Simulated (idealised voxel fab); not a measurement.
Documented hereafter: the process module known as voxel self aligned contacts.
FYI the section here is cut, 265 nm wide, cells are 5 nm squares.
Cross-section = grid of square cells, listed top down in bands; band = one or more rows.
Band: top and bottom heights (nm) first, top before bottom; then materials from left to right, widths in nm. "throughout" marks a sole material filling the band edge to edge. "blank" denotes empty space.
Below 0: as-received wafer, all one material; heights counted from there. Lowest band: no bottom, goes on down, written "top 0, no bottom".
The two numbers in a width such as "30 to 40" mark its ends across the band: the first belongs to the top row of cells, the second to the bottom row, and from each row to the next the width moves by the same amount.
You'll sometimes find "remained the same" written for a step, and that's the way of saying that nowhere in the cross-section did a cell change during that step.
"Closed void register": sealed empty spaces, 8 cells or more, no open way to top, listed width x height at distance, with distance from the left edge and width, height and distance in nm.
That trailing text on a step's line, after the settings, is the simulator's own remark on the step.
overlay nm: on a step with a mask, how far right of its planned place the mask lay; negative means left.

Listed below are the process steps as planned:
- 1: RECEIVE [material Si]
- 2: CONFORMAL_DEP [material SiO2] [thk nm 5]
- 3: DIRECTIONAL_DEP [material polySi] [thk nm 30]
- 4: DIRECTIONAL_DEP [material SiN] [thk nm 15]
- 5: DIRECTIONAL_DEP [material aC] [thk nm 15]
- 6: PATTERN [tone cover] [mask id GATE] [material resist] [width nm 25] [pitch nm 50] [thk nm 30] [overlay nm -15]
- 7: DIRECTIONAL_ETCH [etch materials aC] [depth nm 15]
- 8: STRIP [etch materials resist]
- 9: DIRECTIONAL_ETCH [etch materials SiN] [depth nm 15]
- 10: DIRECTIONAL_ETCH [etch materials polySi] [depth nm 30]
- 11: STRIP [etch materials aC]
- 12: CONFORMAL_DEP [material SiN] [thk nm 5]
- 13: DIRECTIONAL_ETCH [etch materials SiN] [depth nm 5]
- 14: FILL_DEP [material SiO2] [thk nm 15]
- 15: CMP [height nm 55]
- 16: DIRECTIONAL_DEP [material aC] [thk nm 10]
- 17: PATTERN [tone open] [mask id CONTACT] [material resist] [width nm 35] [thk nm 30] [overlay nm 0]
- 18: DIRECTIONAL_ETCH [etch materials aC] [depth nm 10]
- 19: STRIP [etch materials resist]
- 20: DIRECTIONAL_ETCH [etch materials SiO2] [depth nm 55]
- 21: STRIP [etch materials aC]
- 22: CONFORMAL_DEP [material TiN] [thk nm 5]
- 23: FILL_DEP [material W] [thk nm 5]
- 24: CMP [height nm 55]
- 25: CONFORMAL_DEP [material SiN] [thk nm 5]
varied across the wafers: overlay nm of step 6. The plan shows the first wafer's value. All wafers start alike

Received wafers, first of several: cross-section after step 1:
> top 0, no bottom | Si throughout
> Closed void register: none

Table: wafers, a row each; end-of-module cell change per material since receipt, gain (+), loss (-); then closed voids:
overlay nm -15 | +119 SiN | +430 SiO2 | +27 TiN | +60 polySi | Closed void register: none
overlay nm -10 | +119 SiN | +420 SiO2 | +27 TiN | +10 W | +60 polySi | Closed void register: none
overlay nm -5 | +119 SiN | +420 SiO2 | +27 TiN | +10 W | +60 polySi | Closed void register: none
overlay nm 0 | +119 SiN | +420 SiO2 | +27 TiN | +10 W | +60 polySi | Closed void register: none
overlay nm 5 | +119 SiN | +420 SiO2 | +27 TiN | +10 W | +60 polySi | Closed void register: none
overlay nm 10 | +119 SiN | +420 SiO2 | +27 TiN | +10 W | +60 polySi | Closed void register: none
overlay nm 15 | +119 SiN | +430 SiO2 | +27 TiN | +60 polySi | Closed void register: none
